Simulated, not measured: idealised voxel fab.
Presented below is a process module, voxel transistor to metal.
It is cross-section cut that appears here, measuring 155 nm in width, its square cells being 5 nm in size.
Cross-section format: a grid of square cells, given as bands from top to bottom; each band is one or more rows of cells.
This entry defines a band. It first specifies the height of the band's top and the height of its bottom in nm, and then specifies the band's materials from left to right, stating each material with its width in nm. The word "all across" identifies a single material that fills the band from edge to edge, while the word "air" identifies empty space.
Counting heights begins at 0, where everything beneath is, in the wafer as received, one material. The lowest band has no bottom; it goes on downwards, as "top 0, no bottom" shows.
A width such as "30 to 40" changes by the same amount from each row of cells to the next, from the band's top row to its bottom row.
When a step is marked "stayed the same", none of the cells in the cross-section changed during that step.
Voids not open to the top, 8 cells minimum: see "Fully sealed cavities". Written width x height at distance; distance is from the left edge; nm.
That trailing text on a step's line, after the settings, is the simulator's own remark on the step.
The line of a step may include "overlay nm". On a step with a mask, this value is how far to the right of its planned place the mask lay. A negative value means the mask lay to the left.
The following list gives the planned process steps
1) op RECEIVE | material Si
2) op OXIDIZE | depth nm 5
3) op CONFORMAL_DEP | material SiN | thk nm 15
4) op MASKED_ETCH | tone cover | mask id ACTIVE | width nm 115 | etch materials SiN | depth nm 15 | overlay nm 0
5) op MASKED_ETCH | tone cover | mask id ACTIVE | width nm 115 | etch materials SiO2 | depth nm 5 | overlay nm 0
6) op MASKED_ETCH | tone cover | mask id ACTIVE | width nm 115 | etch materials Si | depth nm 25 | overlay nm 0
7) op FILL_DEP | material SiO2 | thk nm 15
8) op CMP | height nm 15
9) op SELECTIVE_ETCH | etch materials SiO2 | depth nm 10
10) op STRIP | etch materials SiN
11) op SELECTIVE_ETCH | etch materials SiO2 | depth nm 5
12) op OXIDIZE | depth nm 5
13) op DIRECTIONAL_DEP | material polySi | thk nm 30
14) op DIRECTIONAL_DEP | material SiCN | thk nm 10
15) op MASKED_ETCH | tone cover | mask id GATE | width nm 25 | etch materials SiCN | depth nm 20 | overlay nm 0
16) op MASKED_ETCH | tone cover | mask id GATE | width nm 25 | etch materials polySi | depth nm 40 | overlay nm 0
17) op CONFORMAL_DEP | material SiN | thk nm 5
18) op DIRECTIONAL_ETCH | etch materials SiN | depth nm 5
19) op DIRECTIONAL_ETCH | etch materials SiO2 | depth nm 5
20) op DIRECTIONAL_ETCH | etch materials Si | depth nm 5
21) op EPI | material pSi | thk nm 5
22) op FILL_DEP | material SiO2 | thk nm 5
23) op CMP | height nm 35
24) op DIRECTIONAL_DEP | material SiO2 | thk nm 10
25) op DIRECTIONAL_DEP | material aC | thk nm 10
26) op PATTERN | tone open | mask id CONTACT | material resist | width nm 20 | pitch nm 85 | thk nm 25 | overlay nm 0
27) op DIRECTIONAL_ETCH | etch materials aC | depth nm 10
28) op STRIP | etch materials resist
29) op DIRECTIONAL_ETCH | etch materials SiO2 | depth nm 55
30) op STRIP | etch materials aC
31) op CONFORMAL_DEP | material TiN | thk nm 5
32) op FILL_DEP | material W | thk nm 5
33) op CMP | height nm 45
34) op DIRECTIONAL_DEP | material TiN | thk nm 5
35) op DIRECTIONAL_DEP | material Ru | thk nm 25
36) op PATTERN | tone cover | mask id METAL_1 | material resist | width nm 20 | pitch nm 85 | thk nm 15 | overlay nm 0
37) op DIRECTIONAL_ETCH | etch materials Ru | depth nm 25
38) op DIRECTIONAL_ETCH | etch materials TiN | depth nm 5
39) op STRIP | etch materials resist
40) op FILL_DEP | material lowk | thk nm 10
41) op CMP | height nm 75
42) op CONFORMAL_DEP | material SiCN | thk nm 5
43) op DIRECTIONAL_DEP | material SiO2 | thk nm 25
44) op MASKED_ETCH | tone open | mask id METAL_2 | width nm 20 | pitch nm 85 | etch materials SiO2 | depth nm 15 | overlay nm 0
45) op PATTERN | tone open | mask id METAL_2_HOLES | material resist | width nm 15 | pitch nm 85 | thk nm 15 | overlay nm 0
46) op DIRECTIONAL_ETCH | etch materials SiO2 | depth nm 10
47) op DIRECTIONAL_ETCH | etch materials SiCN | depth nm 5
48) op STRIP | etch materials resist
49) op CONFORMAL_DEP | material TiN | thk nm 5
50) op FILL_DEP | material Cu | thk nm 5
51) op CMP | height nm 105
52) op CONFORMAL_DEP | material SiCN | thk nm 5
First wafer out of two, processed as planned
Cross-section, incoming material, after step 1
top 0, no bottom  Si all across
Fully sealed cavities: none
Cross-sectional representation of the wafer at the conclusion of step 2
top 0, bottom -5  SiO2 all across
Beneath the level -5, the cross-section is identical to its previous state.
Cross-sectional representation of the wafer at the conclusion of step 3
top 15, bottom 0  SiN all across
Beneath the level 0, the cross-section is identical to its previous state.
Cross-sectional representation of the wafer at the conclusion of step 4
top 15, bottom 0  air=20, then SiN=115, then air=20
Beneath the level 0, the cross-section is identical to its previous state.
Cross-sectional representation of the wafer at the conclusion of step 5
top 15, bottom 0  air=20, then SiN=115, then air=20
top 0, bottom -5  air=20, then SiO2=115, then air=20
Beneath the level -5, the cross-section is identical to its previous state.
Cross-sectional representation of the wafer at the conclusion of step 6
top 15, bottom 0  air=20, then SiN=115, then air=20
top 0, bottom -5  air=20, then SiO2=115, then air=20
top -5, bottom -30  air=20, then Si=115, then air=20
Beneath the level -30, the cross-section is identical to its previous state.
Cross-sectional representation of the wafer at the conclusion of step 7
top 30, bottom 15  SiO2 all across
top 15, bottom 0  SiO2=20, then SiN=115, then SiO2=20
top 0, bottom -5  SiO2 all across
top -5, bottom -30  SiO2=20, then Si=115, then SiO2=20
Beneath the level -30, the cross-section is identical to its previous state.
Cross-sectional representation of the wafer at the conclusion of step 8
top 15, bottom 0  SiO2=20, then SiN=115, then SiO2=20
Beneath the level 0, the cross-section is identical to its previous state.
Cross-sectional representation of the wafer at the conclusion of step 9
top 15, bottom 5  air=20, then SiN=115, then air=20
Beneath the level 5, the cross-section is identical to its previous state.
Cross-sectional representation of the wafer at the conclusion of step 10
top 5, bottom 0  SiO2=20, then air=115, then SiO2=20
Beneath the level 0, the cross-section is identical to its previous state.
Cross-sectional representation of the wafer at the conclusion of step 11
top 0, bottom -5  SiO2=15, then air=125, then SiO2=15
Beneath the level -5, the cross-section is identical to its previous state.
Cross-sectional representation of the wafer at the conclusion of step 12
top 0, bottom -5  SiO2=15, then air=125, then SiO2=15
top -5, bottom -10  SiO2 all across
Beneath the level -10, the cross-section is identical to its previous state.
Cross-sectional representation of the wafer at the conclusion of step 13
top 30, bottom 25  polySi=15, then air=125, then polySi=15
top 25, bottom 0  polySi all across
top 0, bottom -5  SiO2=15, then polySi=125, then SiO2=15
Beneath the level -5, the cross-section is identical to its previous state.
Cross-sectional representation of the wafer at the conclusion of step 14
top 40, bottom 35  SiCN=15, then air=125, then SiCN=15
top 35, bottom 30  SiCN all across
top 30, bottom 25  polySi=15, then SiCN=125, then polySi=15
Beneath the level 25, the cross-section is identical to its previous state.
Cross-sectional representation of the wafer at the conclusion of step 15
top 35, bottom 30  air=65, then SiCN=25, then air=65
top 30, bottom 25  polySi=15, then air=50, then SiCN=25, then air=50, then polySi=15
Beneath the level 25, the cross-section is identical to its previous state.
Cross-sectional representation of the wafer at the conclusion of step 16
top 35, bottom 25  air=65, then SiCN=25, then air=65
top 25, bottom 0  air=65, then polySi=25, then air=65
top 0, bottom -5  SiO2=15, then air=50, then polySi=25, then air=50, then SiO2=15
Beneath the level -5, the cross-section is identical to its previous state.
Cross-sectional representation of the wafer at the conclusion of step 17
top 40, bottom 35  air=60, then SiN=35, then air=60
top 35, bottom 25  air=60, then SiN=5, then SiCN=25, then SiN=5, then air=60
top 25, bottom 5  air=60, then SiN=5, then polySi=25, then SiN=5, then air=60
top 5, bottom 0  SiN=20, then air=40, then SiN=5, then polySi=25, then SiN=5, then air=40, then SiN=20
top 0, bottom -5  SiO2=15, then SiN=50, then polySi=25, then SiN=50, then SiO2=15
Beneath the level -5, the cross-section is identical to its previous state.
Cross-sectional representation of the wafer at the conclusion of step 18
top 35, bottom 25  air=60, then SiN=5, then SiCN=25, then SiN=5, then air=60
top 25, bottom 0  air=60, then SiN=5, then polySi=25, then SiN=5, then air=60
top 0, bottom -5  SiO2=15, then SiN=5, then air=40, then SiN=5, then polySi=25, then SiN=5, then air=40, then SiN=5, then SiO2=15
Beneath the level -5, the cross-section is identical to its previous state.
Cross-sectional representation of the wafer at the conclusion of step 19
top 35, bottom 25  air=60, then SiN=5, then SiCN=25, then SiN=5, then air=60
top 25, bottom 0  air=60, then SiN=5, then polySi=25, then SiN=5, then air=60
top 0, bottom -5  air=15, then SiN=5, then air=40, then SiN=5, then polySi=25, then SiN=5, then air=40, then SiN=5, then air=15
top -5, bottom -10  SiO2=20, then air=40, then SiO2=35, then air=40, then SiO2=20
Beneath the level -10, the cross-section is identical to its previous state.
Cross-sectional representation of the wafer at the conclusion of step 20
top 35, bottom 25  air=60, then SiN=5, then SiCN=25, then SiN=5, then air=60
top 25, bottom 0  air=60, then SiN=5, then polySi=25, then SiN=5, then air=60
top 0, bottom -5  air=15, then SiN=5, then air=40, then SiN=5, then polySi=25, then SiN=5, then air=40, then SiN=5, then air=15
top -5, bottom -10  SiO2=20, then air=40, then SiO2=35, then air=40, then SiO2=20
top -10, bottom -15  SiO2=20, then air=40, then Si=35, then air=40, then SiO2=20
Beneath the level -15, the cross-section is identical to its previous state.
Cross-sectional representation of the wafer at the conclusion of step 21
top 35, bottom 25  air=60, then SiN=5, then SiCN=25, then SiN=5, then air=60
top 25, bottom 0  air=60, then SiN=5, then polySi=25, then SiN=5, then air=60
top 0, bottom -5  air=15, then SiN=5, then air=40, then SiN=5, then polySi=25, then SiN=5, then air=40, then SiN=5, then air=15
top -5, bottom -10  SiO2=20, then air=35, then pSi=5, then SiO2=35, then pSi=5, then air=35, then SiO2=20
top -10, bottom -15  SiO2=20, then pSi=40, then Si=35, then pSi=40, then SiO2=20
Beneath the level -15, the cross-section is identical to its previous state.
Cross-sectional representation of the wafer at the conclusion of step 22
top 40, bottom 35  SiO2 all across
top 35, bottom 25  SiO2=60, then SiN=5, then SiCN=25, then SiN=5, then SiO2=60
top 25, bottom 0  SiO2=60, then SiN=5, then polySi=25, then SiN=5, then SiO2=60
top 0, bottom -5  SiO2=15, then SiN=5, then SiO2=40, then SiN=5, then polySi=25, then SiN=5, then SiO2=40, then SiN=5, then SiO2=15
top -5, bottom -10  SiO2=55, then pSi=5, then SiO2=35, then pSi=5, then SiO2=55
Beneath the level -10, the cross-section is identical to its previous state.
Cross-sectional representation of the wafer at the conclusion of step 23
top 35, bottom 25  SiO2=60, then SiN=5, then SiCN=25, then SiN=5, then SiO2=60
Beneath the level 25, the cross-section is identical to its previous state.
Cross-sectional representation of the wafer at the conclusion of step 24
top 45, bottom 35  SiO2 all across
Beneath the level 35, the cross-section is identical to its previous state.
Cross-sectional representation of the wafer at the conclusion of step 25
top 55, bottom 45  aC all across
Beneath the level 45, the cross-section is identical to its previous state.
Cross-sectional representation of the wafer at the conclusion of step 26
top 80, bottom 55  resist=25, then air=20, then resist=65, then air=20, then resist=25
Beneath the level 55, the cross-section is identical to its previous state.
Cross-sectional representation of the wafer at the conclusion of step 27
top 70, bottom 55  resist=25, then air=20, then resist=65, then air=20, then resist=25
top 55, bottom 45  aC=25, then air=20, then aC=65, then air=20, then aC=25
Beneath the level 45, the cross-section is identical to its previous state.
Cross-sectional representation of the wafer at the conclusion of step 28
top 55, bottom 45  aC=25, then air=20, then aC=65, then air=20, then aC=25
Beneath the level 45, the cross-section is identical to its previous state.
Cross-sectional representation of the wafer at the conclusion of step 29
top 55, bottom 45  aC=25, then air=20, then aC=65, then air=20, then aC=25
top 45, bottom 35  SiO2=25, then air=20, then SiO2=65, then air=20, then SiO2=25
top 35, bottom 25  SiO2=25, then air=20, then SiO2=15, then SiN=5, then SiCN=25, then SiN=5, then SiO2=15, then air=20, then SiO2=25
top 25, bottom 0  SiO2=25, then air=20, then SiO2=15, then SiN=5, then polySi=25, then SiN=5, then SiO2=15, then air=20, then SiO2=25
top 0, bottom -5  SiO2=15, then SiN=5, then SiO2=5, then air=20, then SiO2=15, then SiN=5, then polySi=25, then SiN=5, then SiO2=15, then air=20, then SiO2=5, then SiN=5, then SiO2=15
top -5, bottom -10  SiO2=25, then air=20, then SiO2=10, then pSi=5, then SiO2=35, then pSi=5, then SiO2=10, then air=20, then SiO2=25
Beneath the level -10, the cross-section is identical to its previous state.
Cross-sectional representation of the wafer at the conclusion of step 30
top 45, bottom 35  SiO2=25, then air=20, then SiO2=65, then air=20, then SiO2=25
Beneath the level 35, the cross-section is identical to its previous state.
Cross-sectional representation of the wafer at the conclusion of step 31
top 50, bottom 45  TiN=30, then air=10, then TiN=75, then air=10, then TiN=30
top 45, bottom 35  SiO2=25, then TiN=5, then air=10, then TiN=5, then SiO2=65, then TiN=5, then air=10, then TiN=5, then SiO2=25
top 35, bottom 25  SiO2=25, then TiN=5, then air=10, then TiN=5, then SiO2=15, then SiN=5, then SiCN=25, then SiN=5, then SiO2=15, then TiN=5, then air=10, then TiN=5, then SiO2=25
top 25, bottom 0  SiO2=25, then TiN=5, then air=10, then TiN=5, then SiO2=15, then SiN=5, then polySi=25, then SiN=5, then SiO2=15, then TiN=5, then air=10, then TiN=5, then SiO2=25
top 0, bottom -5  SiO2=15, then SiN=5, then SiO2=5, then TiN=5, then air=10, then TiN=5, then SiO2=15, then SiN=5, then polySi=25, then SiN=5, then SiO2=15, then TiN=5, then air=10, then TiN=5, then SiO2=5, then SiN=5, then SiO2=15
top -5, bottom -10  SiO2=25, then TiN=20, then SiO2=10, then pSi=5, then SiO2=35, then pSi=5, then SiO2=10, then TiN=20, then SiO2=25
Beneath the level -10, the cross-section is identical to its previous state.
Cross-sectional representation of the wafer at the conclusion of step 32
top 55, bottom 50  W all across
top 50, bottom 45  TiN=30, then W=10, then TiN=75, then W=10, then TiN=30
top 45, bottom 35  SiO2=25, then TiN=5, then W=10, then TiN=5, then SiO2=65, then TiN=5, then W=10, then TiN=5, then SiO2=25
top 35, bottom 25  SiO2=25, then TiN=5, then W=10, then TiN=5, then SiO2=15, then SiN=5, then SiCN=25, then SiN=5, then SiO2=15, then TiN=5, then W=10, then TiN=5, then SiO2=25
top 25, bottom 0  SiO2=25, then TiN=5, then W=10, then TiN=5, then SiO2=15, then SiN=5, then polySi=25, then SiN=5, then SiO2=15, then TiN=5, then W=10, then TiN=5, then SiO2=25
top 0, bottom -5  SiO2=15, then SiN=5, then SiO2=5, then TiN=5, then W=10, then TiN=5, then SiO2=15, then SiN=5, then polySi=25, then SiN=5, then SiO2=15, then TiN=5, then W=10, then TiN=5, then SiO2=5, then SiN=5, then SiO2=15
Beneath the level -5, the cross-section is identical to its previous state.
Cross-sectional representation of the wafer at the conclusion of step 33
top 45, bottom 35  SiO2=25, then TiN=5, then W=10, then TiN=5, then SiO2=65, then TiN=5, then W=10, then TiN=5, then SiO2=25
Beneath the level 35, the cross-section is identical to its previous state.
Cross-sectional representation of the wafer at the conclusion of step 34
top 50, bottom 45  TiN all across
Beneath the level 45, the cross-section is identical to its previous state.
Cross-sectional representation of the wafer at the conclusion of step 35
top 75, bottom 50  Ru all across
Beneath the level 50, the cross-section is identical to its previous state.
Cross-sectional representation of the wafer at the conclusion of step 36
top 90, bottom 75  air=25, then resist=20, then air=65, then resist=20, then air=25
Beneath the level 75, the cross-section is identical to its previous state.
Cross-sectional representation of the wafer at the conclusion of step 37
top 90, bottom 75  air=25, then resist=20, then air=65, then resist=20, then air=25
top 75, bottom 50  air=25, then Ru=20, then air=65, then Ru=20, then air=25
Beneath the level 50, the cross-section is identical to its previous state.
Cross-sectional representation of the wafer at the conclusion of step 38
top 90, bottom 75  air=25, then resist=20, then air=65, then resist=20, then air=25
top 75, bottom 50  air=25, then Ru=20, then air=65, then Ru=20, then air=25
top 50, bottom 45  air=25, then TiN=20, then air=65, then TiN=20, then air=25
Beneath the level 45, the cross-section is identical to its previous state.
Cross-sectional representation of the wafer at the conclusion of step 39
top 75, bottom 50  air=25, then Ru=20, then air=65, then Ru=20, then air=25
Beneath the level 50, the cross-section is identical to its previous state.
Cross-sectional representation of the wafer at the conclusion of step 40
top 85, bottom 75  lowk all across
top 75, bottom 50  lowk=25, then Ru=20, then lowk=65, then Ru=20, then lowk=25
top 50, bottom 45  lowk=25, then TiN=20, then lowk=65, then TiN=20, then lowk=25
Beneath the level 45, the cross-section is identical to its previous state.
Cross-sectional representation of the wafer at the conclusion of step 41
top 75, bottom 50  lowk=25, then Ru=20, then lowk=65, then Ru=20, then lowk=25
Beneath the level 50, the cross-section is identical to its previous state.
Cross-sectional representation of the wafer at the conclusion of step 42
top 80, bottom 75  SiCN all across
Beneath the level 75, the cross-section is identical to its previous state.
Cross-sectional representation of the wafer at the conclusion of step 43
top 105, bottom 80  SiO2 all across
Beneath the level 80, the cross-section is identical to its previous state.
Cross-sectional representation of the wafer at the conclusion of step 44
top 105, bottom 90  SiO2=25, then air=20, then SiO2=65, then air=20, then SiO2=25
Beneath the level 90, the cross-section is identical to its previous state.
Cross-sectional representation of the wafer at the conclusion of step 45
top 120, bottom 105  resist=25, then air=15, then resist=70, then air=15, then resist=30
top 105, bottom 90  SiO2=25, then air=15, then resist=5, then SiO2=65, then air=15, then resist=5, then SiO2=25
Beneath the level 90, the cross-section is identical to its previous state.
Cross-sectional representation of the wafer at the conclusion of step 46
top 120, bottom 105  resist=25, then air=15, then resist=70, then air=15, then resist=30
top 105, bottom 90  SiO2=25, then air=15, then resist=5, then SiO2=65, then air=15, then resist=5, then SiO2=25
top 90, bottom 80  SiO2=25, then air=15, then SiO2=70, then air=15, then SiO2=30
Beneath the level 80, the cross-section is identical to its previous state.
Cross-sectional representation of the wafer at the conclusion of step 47
top 120, bottom 105  resist=25, then air=15, then resist=70, then air=15, then resist=30
top 105, bottom 90  SiO2=25, then air=15, then resist=5, then SiO2=65, then air=15, then resist=5, then SiO2=25
top 90, bottom 80  SiO2=25, then air=15, then SiO2=70, then air=15, then SiO2=30
top 80, bottom 75  SiCN=25, then air=15, then SiCN=70, then air=15, then SiCN=30
Beneath the level 75, the cross-section is identical to its previous state.
Cross-sectional representation of the wafer at the conclusion of step 48
top 105, bottom 90  SiO2=25, then air=20, then SiO2=65, then air=20, then SiO2=25
Beneath the level 90, the cross-section is identical to its previous state.
Cross-sectional representation of the wafer at the conclusion of step 49
top 110, bottom 105  TiN=30, then air=10, then TiN=75, then air=10, then TiN=30
top 105, bottom 95  SiO2=25, then TiN=5, then air=10, then TiN=5, then SiO2=65, then TiN=5, then air=10, then TiN=5, then SiO2=25
top 95, bottom 90  SiO2=25, then TiN=5, then air=5, then TiN=10, then SiO2=65, then TiN=5, then air=5, then TiN=10, then SiO2=25
top 90, bottom 80  SiO2=25, then TiN=5, then air=5, then TiN=5, then SiO2=70, then TiN=5, then air=5, then TiN=5, then SiO2=30
top 80, bottom 75  SiCN=25, then TiN=15, then SiCN=70, then TiN=15, then SiCN=30
Beneath the level 75, the cross-section is identical to its previous state.
Cross-sectional representation of the wafer at the conclusion of step 50
top 115, bottom 110  Cu all across
top 110, bottom 105  TiN=30, then Cu=10, then TiN=75, then Cu=10, then TiN=30
top 105, bottom 95  SiO2=25, then TiN=5, then Cu=10, then TiN=5, then SiO2=65, then TiN=5, then Cu=10, then TiN=5, then SiO2=25
top 95, bottom 90  SiO2=25, then TiN=5, then Cu=5, then TiN=10, then SiO2=65, then TiN=5, then Cu=5, then TiN=10, then SiO2=25
top 90, bottom 80  SiO2=25, then TiN=5, then Cu=5, then TiN=5, then SiO2=70, then TiN=5, then Cu=5, then TiN=5, then SiO2=30
Beneath the level 80, the cross-section is identical to its previous state.
Cross-sectional representation of the wafer at the conclusion of step 51
top 105, bottom 95  SiO2=25, then TiN=5, then Cu=10, then TiN=5, then SiO2=65, then TiN=5, then Cu=10, then TiN=5, then SiO2=25
Beneath the level 95, the cross-section is identical to its previous state.
Cross-sectional representation of the wafer at the conclusion of step 52
top 110, bottom 105  SiCN all across
Beneath the level 105, the cross-section is identical to its previous state.
Okay, second wafer. Nothing different at the start, nothing different in the plan, just one mistake somewhere in the running. As far as step 35, counting that step, it's the first wafer all over again
Here is the second wafer in cross-section at the point where step 36 of the plan should have been done
top 90, bottom 75  air=20, then resist=20, then air=65, then resist=20, then air=30
Beneath the level 75, the cross-section is identical to its previous state.
Here is the second wafer in cross-section at the point where step 37 of the plan should have been done
top 90, bottom 75  air=20, then resist=20, then air=65, then resist=20, then air=30
top 75, bottom 50  air=20, then Ru=20, then air=65, then Ru=20, then air=30
Beneath the level 50, the cross-section is identical to its previous state.
Here is the second wafer in cross-section at the point where step 38 of the plan should have been done
top 90, bottom 75  air=20, then resist=20, then air=65, then resist=20, then air=30
top 75, bottom 50  air=20, then Ru=20, then air=65, then Ru=20, then air=30
top 50, bottom 45  air=20, then TiN=20, then air=65, then TiN=20, then air=30
Beneath the level 45, the cross-section is identical to its previous state.
Here is the second wafer in cross-section at the point where step 39 of the plan should have been done
top 75, bottom 50  air=20, then Ru=20, then air=65, then Ru=20, then air=30
Beneath the level 50, the cross-section is identical to its previous state.
Here is the second wafer in cross-section at the point where step 40 of the plan should have been done
top 85, bottom 75  lowk all across
top 75, bottom 50  lowk=20, then Ru=20, then lowk=65, then Ru=20, then lowk=30
top 50, bottom 45  lowk=20, then TiN=20, then lowk=65, then TiN=20, then lowk=30
Beneath the level 45, the cross-section is identical to its previous state.
Here is the second wafer in cross-section at the point where step 41 of the plan should have been done
top 75, bottom 50  lowk=20, then Ru=20, then lowk=65, then Ru=20, then lowk=30
Beneath the level 50, the cross-section is identical to its previous state.
Here is the second wafer in cross-section at the point where step 42 of the plan should have been done
top 80, bottom 75  SiCN all across
Beneath the level 75, the cross-section is identical to its previous state.
Here is the second wafer in cross-section at the point where step 43 of the plan should have been done
top 105, bottom 80  SiO2 all across
Beneath the level 80, the cross-section is identical to its previous state.
Here is the second wafer in cross-section at the point where step 44 of the plan should have been done
top 105, bottom 90  SiO2=25, then air=20, then SiO2=65, then air=20, then SiO2=25
Beneath the level 90, the cross-section is identical to its previous state.
Here is the second wafer in cross-section at the point where step 45 of the plan should have been done
top 120, bottom 105  resist=25, then air=15, then resist=70, then air=15, then resist=30
top 105, bottom 90  SiO2=25, then air=15, then resist=5, then SiO2=65, then air=15, then resist=5, then SiO2=25
Beneath the level 90, the cross-section is identical to its previous state.
Here is the second wafer in cross-section at the point where step 46 of the plan should have been done
top 120, bottom 105  resist=25, then air=15, then resist=70, then air=15, then resist=30
top 105, bottom 90  SiO2=25, then air=15, then resist=5, then SiO2=65, then air=15, then resist=5, then SiO2=25
top 90, bottom 80  SiO2=25, then air=15, then SiO2=70, then air=15, then SiO2=30
Beneath the level 80, the cross-section is identical to its previous state.
Here is the second wafer in cross-section at the point where step 47 of the plan should have been done
top 120, bottom 105  resist=25, then air=15, then resist=70, then air=15, then resist=30
top 105, bottom 90  SiO2=25, then air=15, then resist=5, then SiO2=65, then air=15, then resist=5, then SiO2=25
top 90, bottom 80  SiO2=25, then air=15, then SiO2=70, then air=15, then SiO2=30
top 80, bottom 75  SiCN=25, then air=15, then SiCN=70, then air=15, then SiCN=30
Beneath the level 75, the cross-section is identical to its previous state.
Here is the second wafer in cross-section at the point where step 48 of the plan should have been done
top 105, bottom 90  SiO2=25, then air=20, then SiO2=65, then air=20, then SiO2=25
Beneath the level 90, the cross-section is identical to its previous state.
Here is the second wafer in cross-section at the point where step 49 of the plan should have been done
top 110, bottom 105  TiN=30, then air=10, then TiN=75, then air=10, then TiN=30
top 105, bottom 95  SiO2=25, then TiN=5, then air=10, then TiN=5, then SiO2=65, then TiN=5, then air=10, then TiN=5, then SiO2=25
top 95, bottom 90  SiO2=25, then TiN=5, then air=5, then TiN=10, then SiO2=65, then TiN=5, then air=5, then TiN=10, then SiO2=25
top 90, bottom 80  SiO2=25, then TiN=5, then air=5, then TiN=5, then SiO2=70, then TiN=5, then air=5, then TiN=5, then SiO2=30
top 80, bottom 75  SiCN=25, then TiN=15, then SiCN=70, then TiN=15, then SiCN=30
Beneath the level 75, the cross-section is identical to its previous state.
Here is the second wafer in cross-section at the point where step 50 of the plan should have been done
top 115, bottom 110  Cu all across
top 110, bottom 105  TiN=30, then Cu=10, then TiN=75, then Cu=10, then TiN=30
top 105, bottom 95  SiO2=25, then TiN=5, then Cu=10, then TiN=5, then SiO2=65, then TiN=5, then Cu=10, then TiN=5, then SiO2=25
top 95, bottom 90  SiO2=25, then TiN=5, then Cu=5, then TiN=10, then SiO2=65, then TiN=5, then Cu=5, then TiN=10, then SiO2=25
top 90, bottom 80  SiO2=25, then TiN=5, then Cu=5, then TiN=5, then SiO2=70, then TiN=5, then Cu=5, then TiN=5, then SiO2=30
Beneath the level 80, the cross-section is identical to its previous state.
Here is the second wafer in cross-section at the point where step 51 of the plan should have been done
top 105, bottom 95  SiO2=25, then TiN=5, then Cu=10, then TiN=5, then SiO2=65, then TiN=5, then Cu=10, then TiN=5, then SiO2=25
Beneath the level 95, the cross-section is identical to its previous state.
Here is the second wafer in cross-section at the point where step 52 of the plan should have been done
top 110, bottom 105  SiCN all across
Beneath the level 105, the cross-section is identical to its previous state.
So what did we get wrong on this run? rather than as planned, step 36 actually ran as op PATTERN | tone cover | mask id METAL_1 | material resist | width nm 20 | pitch nm 85 | thk nm 15 | overlay nm -5
Final wafers compared: equal cell tally per material, rearranged layout.
